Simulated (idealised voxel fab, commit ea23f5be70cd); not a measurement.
You're looking at the process module voxel ribs on slabs.
Cross-section cut: width 165 nm, square cells of 5 nm.
Just so we're on the same page, the cross-sections are grids of square cells, and they're listed out in bands top to bottom, each band one or more rows deep. Per band: top height and bottom height in nm, followed by the left-to-right materials and their widths in nm; "everywhere" marks a single material spanning edge to edge, "blank" marks empty space. The reference from which all heights are counted is 0, the level beneath which the as-received wafer is entirely one material; the lowest band, having no lower bound, proceeds downward and is written after the example "0..down". You'd read "30->40" like this: the band's top row of cells is as wide as the first number, its bottom row is as wide as the second, and going down, every row changes width by the same amount as the row before did. Given "changes: none" for a step, no cell of the cross-section differs between before and after that step. "Trapped void list" means: voids of 8 cells or more that are shut off from the top with no open way through. Written width x height at distance, distance from the left edge, in nm. Step line, after settings: the simulator's comment on this step. The line of a step may include "overlay nm". On a step with a mask, this value is how far to the right of its planned place the mask lay. A negative value means the mask lay to the left.
-- These are the steps we planned for the process
1 RECEIVE with material Si
2 DIRECTIONAL_DEP with material SiO2, thk nm 20
3 DIRECTIONAL_DEP with material polySi, thk nm 20
4 PATTERN with tone cover, mask id RIB, material resist, width nm 15, thk nm 15, overlay nm 0
5 DIRECTIONAL_ETCH with etch materials polySi, depth nm 15
6 STRIP with etch materials resist
7 DIRECTIONAL_DEP with material aC, thk nm 15
8 PATTERN with tone cover, mask id SLAB, material resist, width nm 55, thk nm 30, overlay nm 0
9 DIRECTIONAL_ETCH with etch materials aC, depth nm 15
10 STRIP with etch materials resist
11 DIRECTIONAL_ETCH with etch materials polySi, depth nm 5
12 STRIP with etch materials aC
13 FILL_DEP with material SiO2, thk nm 30
14 CMP with height nm 60
15 DIRECTIONAL_DEP with material W, thk nm 5
16 DIRECTIONAL_DEP with material aC, thk nm 15
17 PATTERN with tone cover, mask id HEATER, material resist, width nm 15, thk nm 35, overlay nm 0
18 DIRECTIONAL_ETCH with etch materials aC, depth nm 15
19 STRIP with etch materials resist
20 DIRECTIONAL_ETCH with etch materials W, depth nm 5
21 STRIP with etch materials aC
22 CONFORMAL_DEP with material SiO2, thk nm 5
For this document, wafers share an identical start and vary in the step 17 width nm; the plan quotes the first wafer's value.
-- As-received cross-section, first of several wafers, post step 1
- 0..down  Si everywhere
- Trapped void list: none
-- Below, a row for every wafer. Read it as the end-of-module picture: for each material the wafer shows its cells gained (+) or lost (-) since it was received, and then its closed voids
width nm 15, +411 SiO2, +3 W, +20 polySi, Trapped void list: none
width nm 20, +411 SiO2, +4 W, +20 polySi, Trapped void list: none
width nm 25, +411 SiO2, +5 W, +20 polySi, Trapped void list: none
width nm 30, +411 SiO2, +6 W, +20 polySi, Trapped void list: none
width nm 35, +411 SiO2, +7 W, +20 polySi, Trapped void list: none
width nm 40, +411 SiO2, +8 W, +20 polySi, Trapped void list: none
